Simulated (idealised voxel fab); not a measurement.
process module | voxel gate over fins
cross-section cut | 205 nm wide | cells 5 nm
A cross-section is a grid of square cells, given in bands from the top down. A band is one or more rows of cells.
Each band's line starts with the height of the band's top and of its bottom, in nm. Then come its materials from left to right, each with its width in nm. One material with "throughout" fills the band from edge to edge. "air" is empty space.
Height 0 is the level under which the wafer as received is all one material. The lowest band goes on downwards, as in "0 down".
A width such as "30 to 40" changes by the same amount from each row of cells to the next, from the band's top row to its bottom row.
"no change" after a step means that no cell of the cross-section changed.
closed voids: empty space of 8 cells or more with no open way to the top, each as width x height at its distance from the left edge, in nm
after a step's settings: what the simulator itself notes on the step
overlay nm, on a step with a mask: how far to the right of its planned place the mask lay; to the left if negative
plan
1 op RECEIVE | material Si
2 op CONFORMAL_DEP | material SiN | thk nm 5
3 op DIRECTIONAL_DEP | material aC | thk nm 15
4 op PATTERN | tone cover | mask id FINS | material resist | width nm 15 | pitch nm 45 | thk nm 30 | overlay nm 0
5 op DIRECTIONAL_ETCH | etch materials aC | depth nm 15
6 op STRIP | etch materials resist
7 op DIRECTIONAL_ETCH | etch materials SiN | depth nm 5
8 op DIRECTIONAL_ETCH | etch materials Si | depth nm 40
9 op STRIP | etch materials aC
10 op FILL_DEP | material SiO2 | thk nm 5
11 op CMP | height nm 5
12 op SELECTIVE_ETCH | etch materials SiO2 | depth nm 20
13 op STRIP | etch materials SiN
14 op CONFORMAL_DEP | material HfO2 | thk nm 5
15 op CONFORMAL_DEP | material TiN | thk nm 5
16 op FILL_DEP | material W | thk nm 15
17 op CMP | height nm 20
18 op CONFORMAL_DEP | material SiCN | thk nm 10
as received, after step 1
  0 down: Si throughout
  closed voids: none
a wafer at the end: this start, this plan, one mistake
  30 to 20: SiCN throughout
  20 to 10: W throughout
  10 to 5: TiN throughout
  5 to 0: HfO2 30 | TiN 5 | HfO2 40 | TiN 5 | HfO2 40 | TiN 5 | HfO2 40 | TiN 5 | HfO2 35
  0 to -10: Si 25 | HfO2 5 | TiN 5 | HfO2 5 | Si 30 | HfO2 5 | TiN 5 | HfO2 5 | Si 30 | HfO2 5 | TiN 5 | HfO2 5 | Si 30 | HfO2 5 | TiN 5 | HfO2 5 | Si 30
  -10 to -15: Si 25 | HfO2 15 | Si 30 | HfO2 15 | Si 30 | HfO2 15 | Si 30 | HfO2 15 | Si 30
  -15 to -40: Si 25 | SiO2 15 | Si 30 | SiO2 15 | Si 30 | SiO2 15 | Si 30 | SiO2 15 | Si 30
  -40 down: Si throughout
  closed voids: none
what went wrong: step 4 ran as: op PATTERN | tone open | mask id FINS | material resist | width nm 15 | pitch nm 45 | thk nm 30 | overlay nm 0
